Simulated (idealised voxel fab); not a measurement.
process module | voxel lift off
cross-section cut | 290 nm wide | cells 5 nm
A cross-section is a grid of square cells, given in bands from the top down. A band is one or more rows of cells.
Each band's line starts with the height of the band's top and of its bottom, in nm. Then come its materials from left to right, each with its width in nm. One material with "throughout" fills the band from edge to edge. "air" is empty space.
Height 0 is the level under which the wafer as received is all one material. The lowest band goes on downwards, as in "0 down".
A width such as "30 to 40" changes by the same amount from each row of cells to the next, from the band's top row to its bottom row.
"no change" after a step means that no cell of the cross-section changed.
closed voids: empty space of 8 cells or more with no open way to the top, each as width x height at its distance from the left edge, in nm
after a step's settings: what the simulator itself notes on the step
overlay nm, on a step with a mask: how far to the right of its planned place the mask lay; to the left if negative
plan
1 op RECEIVE | material Si
2 op CONFORMAL_DEP | material SiO2 | thk nm 5
3 op PATTERN | tone open | mask id LINES | material resist | width nm 25 | pitch nm 40 | thk nm 25 | overlay nm 0
4 op DIRECTIONAL_DEP | material Ru | thk nm 10
5 op STRIP | etch materials resist
6 op CONFORMAL_DEP | material SiCN | thk nm 10
first wafer, as planned
as received, after step 1
  0 down: Si throughout
  closed voids: none
after step 2
  5 to 0: SiO2 throughout
  below 0: unchanged
after step 3
  30 to 5: resist 110 | air 25 | resist 15 | air 25 | resist 115
  below 5: unchanged
after step 4
  40 to 30: Ru 110 | air 25 | Ru 15 | air 25 | Ru 115
  30 to 15: resist 110 | air 25 | resist 15 | air 25 | resist 115
  15 to 5: resist 110 | Ru 25 | resist 15 | Ru 25 | resist 115
  below 5: unchanged
after step 5
  15 to 5: air 110 | Ru 25 | air 15 | Ru 25 | air 115
  below 5: unchanged
after step 6
  25 to 15: air 100 | SiCN 85 | air 105
  15 to 5: SiCN 110 | Ru 25 | SiCN 15 | Ru 25 | SiCN 115
  below 5: unchanged
second wafer: like start, like plan, one mistake. Through step 2 it matches the first wafer
when step 3 should have ended
  30 to 5: resist 115 | air 20 | resist 20 | air 20 | resist 115
  below 5: unchanged
when step 4 should have ended
  40 to 30: Ru 115 | air 20 | Ru 20 | air 20 | Ru 115
  30 to 15: resist 115 | air 20 | resist 20 | air 20 | resist 115
  15 to 5: resist 115 | Ru 20 | resist 20 | Ru 20 | resist 115
  below 5: unchanged
when step 5 should have ended
  15 to 5: air 115 | Ru 20 | air 20 | Ru 20 | air 115
  below 5: unchanged
when step 6 should have ended
  25 to 15: air 105 | SiCN 80 | air 105
  15 to 5: SiCN 115 | Ru 20 | SiCN 20 | Ru 20 | SiCN 115
  below 5: unchanged
what went wrong: step 3 ran as: op PATTERN | tone open | mask id LINES | material resist | width nm 20 | pitch nm 40 | thk nm 25 | overlay nm 0
at the end the second wafer has, in cells: 4 fewer of Ru | 2 more of SiCN
